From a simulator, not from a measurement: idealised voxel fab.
process module | voxel capacitor over wiring
The width of the displayed cross-section, cut, is 200 nm; its cells are square, with a size of 5 nm.
How to read a cross-section here: the picture is a grid of square cells, written as bands going from the top down, and any band can span one or more rows of cells.
What a band's entry tells you: where the top is and where the bottom is, as heights in nm, and after that what lies inside, material by material from left to right, each with its width in nm. Empty space is written as the word "blank", and a single material marked with the word "edge to edge" occupies the band from edge to edge.
A quick word on heights: they are counted from 0, and under that level the wafer as it came to us is one material throughout. The lowest band is different from the rest in having no bottom; it simply continues downward, written as in "0 down".
The width entry "30 to 40" should be interpreted row by row: the top row of cells in the band takes the first number, the bottom row takes the second number, and the change between adjacent rows is uniform throughout.
Step note "no modification" = no cross-section cell changed.
Under "Voids, fully enclosed" you'll find the enclosed gaps, the ones with no way out to the top, that are 8 cells or bigger; each reads width x height at distance, with distance counted from the left edge, everything in nm.
If you see something after the settings on a step's line, that's the simulator's own remark about that step.
overlay nm: where the mask lay relative to plan, measured to the right, on steps with a mask; negatives go left.

**Listed below are the process steps as planned**
1. RECEIVE, material Si
2. CONFORMAL_DEP, material SiO2, thk nm 15
3. DIRECTIONAL_DEP, material TiN, thk nm 5
4. DIRECTIONAL_DEP, material Ru, thk nm 20
5. DIRECTIONAL_DEP, material aC, thk nm 10
6. PATTERN, tone cover, mask id METAL_1, material resist, width nm 20, pitch nm 100, thk nm 25, overlay nm 0
7. DIRECTIONAL_ETCH, etch materials aC, depth nm 10
8. STRIP, etch materials resist
9. DIRECTIONAL_ETCH, etch materials Ru, depth nm 20
10. DIRECTIONAL_ETCH, etch materials TiN, depth nm 5
11. STRIP, etch materials aC
12. FILL_DEP, material lowk, thk nm 10
13. CMP, height nm 40
14. CONFORMAL_DEP, material SiCN, thk nm 5
15. DIRECTIONAL_DEP, material lowk, thk nm 15
16. DIRECTIONAL_DEP, material aC, thk nm 15
17. PATTERN, tone open, mask id PLUG_1, material resist, width nm 15, thk nm 35, overlay nm 0
18. DIRECTIONAL_ETCH, etch materials aC, depth nm 15
19. STRIP, etch materials resist
20. DIRECTIONAL_ETCH, etch materials lowk, depth nm 15
21. DIRECTIONAL_ETCH, etch materials SiCN, depth nm 5
22. STRIP, etch materials aC
23. EPI, material Ru, thk nm 10
24. EPI, material Ru, thk nm 10
25. DIRECTIONAL_DEP, material TiN, thk nm 10
26. DIRECTIONAL_DEP, material Al2O3, thk nm 5
27. DIRECTIONAL_DEP, material TiN, thk nm 5
28. PATTERN, tone cover, mask id UPPER_PLATE, material resist, width nm 75, thk nm 15, overlay nm 0
29. DIRECTIONAL_ETCH, etch materials TiN, depth nm 5
30. DIRECTIONAL_ETCH, etch materials Al2O3, depth nm 5
31. STRIP, etch materials resist
32. DIRECTIONAL_DEP, material aC, thk nm 10
33. PATTERN, tone cover, mask id LOWER_PLATE, material resist, width nm 85, thk nm 25, overlay nm 0
34. DIRECTIONAL_ETCH, etch materials aC, depth nm 10
35. STRIP, etch materials resist
36. DIRECTIONAL_ETCH, etch materials TiN, depth nm 10
37. STRIP, etch materials aC
38. FILL_DEP, material SiO2, thk nm 15
39. CMP, height nm 90
40. DIRECTIONAL_DEP, material aC, thk nm 15
41. PATTERN, tone open, mask id PLUG_2, material resist, width nm 15, thk nm 30, overlay nm 0
42. DIRECTIONAL_ETCH, etch materials aC, depth nm 15
43. STRIP, etch materials resist
44. DIRECTIONAL_ETCH, etch materials SiO2, depth nm 10
45. STRIP, etch materials aC
46. CONFORMAL_DEP, material TiN, thk nm 5
47. FILL_DEP, material Ru, thk nm 10
48. CMP, height nm 90
49. CONFORMAL_DEP, material SiCN, thk nm 5
Among the wafers covered here, the point of difference is the width nm at step 6; their starting state is shared, and the plan presents the value of the first wafer.

**Here's the first of the wafers in cross-section, just as we got it, i.e. after step 1**
0 down = Si edge to edge
Voids, fully enclosed: none

**First of several wafers: cross-section at the end of the module, after step 49, its last step**
95 to 90 = SiCN edge to edge
90 to 85 = 60 nm SiO2; 5 nm TiN; 5 nm Ru; 5 nm TiN; 125 nm SiO2
85 to 75 = 60 to 50 nm SiO2; 15 to 75 nm TiN; 125 to 75 nm SiO2
75 to 70 = 50 nm SiO2; 75 nm Al2O3; 75 nm SiO2
70 to 60 = 45 nm SiO2; 85 nm TiN; 70 nm SiO2
60 to 45 = 50 nm lowk; 15 nm Ru; 135 nm lowk
45 to 40 = 50 nm SiCN; 15 nm Ru; 135 nm SiCN
40 to 20 = 40 nm lowk; 20 nm Ru; 80 nm lowk; 20 nm Ru; 40 nm lowk
20 to 15 = 40 nm lowk; 20 nm TiN; 80 nm lowk; 20 nm TiN; 40 nm lowk
15 to 0 = SiO2 edge to edge
0 down = Si edge to edge
Voids, fully enclosed: none

**Cross-sectional view, end of module, last wafer of several**
95 to 90 = SiCN edge to edge
90 to 85 = 60 nm SiO2; 5 nm TiN; 5 nm Ru; 5 nm TiN; 125 nm SiO2
85 to 75 = 60 to 50 nm SiO2; 15 to 75 nm TiN; 125 to 75 nm SiO2
75 to 70 = 50 nm SiO2; 75 nm Al2O3; 75 nm SiO2
70 to 60 = 45 nm SiO2; 85 nm TiN; 70 nm SiO2
60 to 45 = 50 nm lowk; 15 nm Ru; 135 nm lowk
45 to 40 = 50 nm SiCN; 15 nm Ru; 135 nm SiCN
40 to 20 = 30 nm lowk; 45 nm Ru; 55 nm lowk; 45 nm Ru; 25 nm lowk
20 to 15 = 30 nm lowk; 45 nm TiN; 55 nm lowk; 45 nm TiN; 25 nm lowk
15 to 0 = SiO2 edge to edge
0 down = Si edge to edge
Voids, fully enclosed: none

**The table below has one row for each wafer; a row shows, as of the end of the module, how many cells of each material the wafer has gained, marked (+), or lost, marked (-), since it was received, and then the wafer's closed voids**
width nm 20; +15 Al2O3; +45 Ru; +77 SiCN; +290 SiO2; +62 TiN; +271 lowk; Voids, fully enclosed: none
width nm 25; +15 Al2O3; +53 Ru; +77 SiCN; +290 SiO2; +64 TiN; +261 lowk; Voids, fully enclosed: none
width nm 30; +15 Al2O3; +61 Ru; +77 SiCN; +290 SiO2; +66 TiN; +251 lowk; Voids, fully enclosed: none
width nm 35; +15 Al2O3; +69 Ru; +77 SiCN; +290 SiO2; +68 TiN; +241 lowk; Voids, fully enclosed: none
width nm 40; +15 Al2O3; +77 Ru; +77 SiCN; +290 SiO2; +70 TiN; +231 lowk; Voids, fully enclosed: none
width nm 45; +15 Al2O3; +85 Ru; +77 SiCN; +290 SiO2; +72 TiN; +221 lowk; Voids, fully enclosed: none
